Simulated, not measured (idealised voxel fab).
process module | voxel self aligned vias
cross-section cut | 280 nm wide | cells 5 nm
A cross-section is a grid of square cells, given in bands from the top down. A band is one or more rows of cells.
Each band's line starts with the height of the band's top and of its bottom, in nm. Then come its materials from left to right, each with its width in nm. One material with "throughout" fills the band from edge to edge. "air" is empty space.
Height 0 is the level under which the wafer as received is all one material. The lowest band goes on downwards, as in "0 down".
A width such as "30 to 40" changes by the same amount from each row of cells to the next, from the band's top row to its bottom row.
"no change" after a step means that no cell of the cross-section changed.
closed voids: empty space of 8 cells or more with no open way to the top, each as width x height at its distance from the left edge, in nm
after a step's settings: what the simulator itself notes on the step
overlay nm, on a step with a mask: how far to the right of its planned place the mask lay; to the left if negative
plan
1 op RECEIVE | material Si
2 op CONFORMAL_DEP | material SiO2 | thk nm 15
3 op CONFORMAL_DEP | material SiCN | thk nm 5
4 op DIRECTIONAL_DEP | material SiO2 | thk nm 25
5 op DIRECTIONAL_DEP | material aC | thk nm 10
6 op PATTERN | tone open | mask id LINES | material resist | width nm 30 | pitch nm 60 | thk nm 25 | overlay nm 0
7 op DIRECTIONAL_ETCH | etch materials aC | depth nm 10
8 op STRIP | etch materials resist
9 op DIRECTIONAL_ETCH | etch materials SiO2 | depth nm 25
10 op STRIP | etch materials aC
11 op CONFORMAL_DEP | material TiN | thk nm 5
12 op FILL_DEP | material Ru | thk nm 10
13 op CMP | height nm 45
14 op SELECTIVE_ETCH | etch materials W Ru TiN | depth nm 5
15 op FILL_DEP | material SiN | thk nm 10
16 op CMP | height nm 45
17 op DIRECTIONAL_DEP | material SiO2 | thk nm 20
18 op DIRECTIONAL_DEP | material aC | thk nm 15
19 op PATTERN | tone open | mask id VIAS | material resist | width nm 40 | pitch nm 120 | thk nm 35 | overlay nm 0
20 op DIRECTIONAL_ETCH | etch materials aC | depth nm 15
21 op STRIP | etch materials resist
22 op DIRECTIONAL_ETCH | etch materials SiO2 | depth nm 20
23 op DIRECTIONAL_ETCH | etch materials SiN | depth nm 5
24 op STRIP | etch materials aC
25 op CONFORMAL_DEP | material TiN | thk nm 5
26 op FILL_DEP | material Ru | thk nm 5
27 op CMP | height nm 65
28 op CONFORMAL_DEP | material SiCN | thk nm 5
as received, after step 1
  0 down: Si throughout
  closed voids: none
a wafer at the end: this start, this plan, one mistake
  70 to 65: SiCN throughout
  65 to 50: Ru 55 | TiN 5 | SiO2 40 | TiN 5 | Ru 70 | TiN 5 | SiO2 40 | TiN 5 | Ru 55
  50 to 45: TiN 60 | SiO2 40 | TiN 30 | Ru 20 | TiN 30 | SiO2 40 | TiN 60
  45 to 40: SiO2 65 | SiN 30 | SiO2 30 | TiN 30 | SiO2 30 | SiN 30 | SiO2 65
  40 to 25: SiO2 65 | TiN 5 | Ru 20 | TiN 5 | SiO2 30 | TiN 5 | Ru 20 | TiN 5 | SiO2 30 | TiN 5 | Ru 20 | TiN 5 | SiO2 65
  25 to 20: SiO2 65 | TiN 30 | SiO2 30 | TiN 30 | SiO2 30 | TiN 30 | SiO2 65
  20 to 15: SiCN throughout
  15 to 0: SiO2 throughout
  0 down: Si throughout
  closed voids: none
what went wrong: step 19 ran as: op PATTERN | tone cover | mask id VIAS | material resist | width nm 40 | pitch nm 120 | thk nm 35 | overlay nm 0
